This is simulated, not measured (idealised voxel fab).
This is a process module. Its name is voxel self aligned vias.
Cross-sectional view cut (width: 260 nm; square cell size: 5 nm).
Cross-section, as written here: a square-cell grid given band by band from the top down, where a band holds one or more rows of cells.
Within each band entry, the heights of the top and of the bottom of the band appear first, in that order and in nm; the materials of the band then follow from left to right, each with its corresponding width in nm. The designation "everywhere" on a single material indicates that it fills the band from edge to edge; the designation "empty" indicates empty space.
For the purposes of this specification, 0 denotes the height below which the wafer in its as-received condition is composed wholly of one material, and the lowermost band, lacking a lower limit, extends downward without end, as expressed in "top 0, no bottom".
The notation "30..40" denotes a width that varies across the rows of cells in the band, beginning at the first number in the top row, finishing at the second number in the bottom row, and changing by an identical amount from each row to the next.
Key: "all unchanged" - step with no changed cell in the cross-section.
Look at "Closed void catalog" for the closed voids: empty spaces with no open path to the top, sized 8 cells or up. Each is width x height at distance, distance from the left edge, all nm.
The remark found on a step's line after its settings is issued by the simulator itself and pertains to that step.
overlay nm: on a step with a mask, how far right of its planned place the mask lay; negative means left.
Listed below are the process steps as planned
1,RECEIVE [material Si]
2,CONFORMAL_DEP [material SiO2] [thk nm 10]
3,CONFORMAL_DEP [material SiCN] [thk nm 5]
4,DIRECTIONAL_DEP [material lowk] [thk nm 30]
5,MASKED_ETCH [tone open] [mask id LINES] [width nm 30] [pitch nm 70] [etch materials lowk] [depth nm 30] [overlay nm 0]
6,CONFORMAL_DEP [material TiN] [thk nm 5]
7,FILL_DEP [material Ru] [thk nm 5]
8,CMP [height nm 45]
9,SELECTIVE_ETCH [etch materials W Ru TiN] [depth nm 10]
10,FILL_DEP [material SiN] [thk nm 5]
11,CMP [height nm 45]
12,DIRECTIONAL_DEP [material lowk] [thk nm 15]
13,MASKED_ETCH [tone open] [mask id VIAS] [width nm 50] [pitch nm 140] [etch materials lowk] [depth nm 15] [overlay nm 0]
14,MASKED_ETCH [tone open] [mask id VIAS] [width nm 50] [pitch nm 140] [etch materials SiN] [depth nm 10] [overlay nm 0]
15,CONFORMAL_DEP [material TiN] [thk nm 5]
16,FILL_DEP [material Ru] [thk nm 10]
17,CMP [height nm 60]
18,CONFORMAL_DEP [material SiCN] [thk nm 5]
Step 1 complete: cross-section of the wafer as received
	top 0, no bottom: Si everywhere
	Closed void catalog: none
Wafer cross-section at end of module: start and plan as shown above, one execution error
	top 65, bottom 60: SiCN everywhere
	top 60, bottom 50: 45 nm lowk; 5 nm TiN; 40 nm Ru; 5 nm TiN; 90 nm lowk; 5 nm TiN; 40 nm Ru; 5 nm TiN; 25 nm lowk
	top 50, bottom 45: 45 nm lowk; 5 nm TiN; 20 nm Ru; 25 nm TiN; 90 nm lowk; 5 nm TiN; 20 nm Ru; 25 nm TiN; 25 nm lowk
	top 45, bottom 40: 45 nm lowk; 5 nm TiN; 20 nm Ru; 5 nm TiN; 40 nm lowk; 30 nm SiN; 40 nm lowk; 5 nm TiN; 20 nm Ru; 5 nm TiN; 45 nm lowk
	top 40, bottom 35: 45 nm lowk; 30 nm TiN; 40 nm lowk; 30 nm SiN; 40 nm lowk; 30 nm TiN; 45 nm lowk
	top 35, bottom 20: 45 nm lowk; 5 nm TiN; 20 nm Ru; 5 nm TiN; 40 nm lowk; 5 nm TiN; 20 nm Ru; 5 nm TiN; 40 nm lowk; 5 nm TiN; 20 nm Ru; 5 nm TiN; 45 nm lowk
	top 20, bottom 15: 45 nm lowk; 30 nm TiN; 40 nm lowk; 30 nm TiN; 40 nm lowk; 30 nm TiN; 45 nm lowk
	top 15, bottom 10: SiCN everywhere
	top 10, bottom 0: SiO2 everywhere
	top 0, no bottom: Si everywhere
	Closed void catalog: none
So what did we get wrong on this run? the process deviated at step 13: the operation and settings actually run there were MASKED_ETCH [tone open] [mask id VIAS] [width nm 50] [pitch nm 140] [etch materials lowk] [depth nm 15] [overlay nm 10]
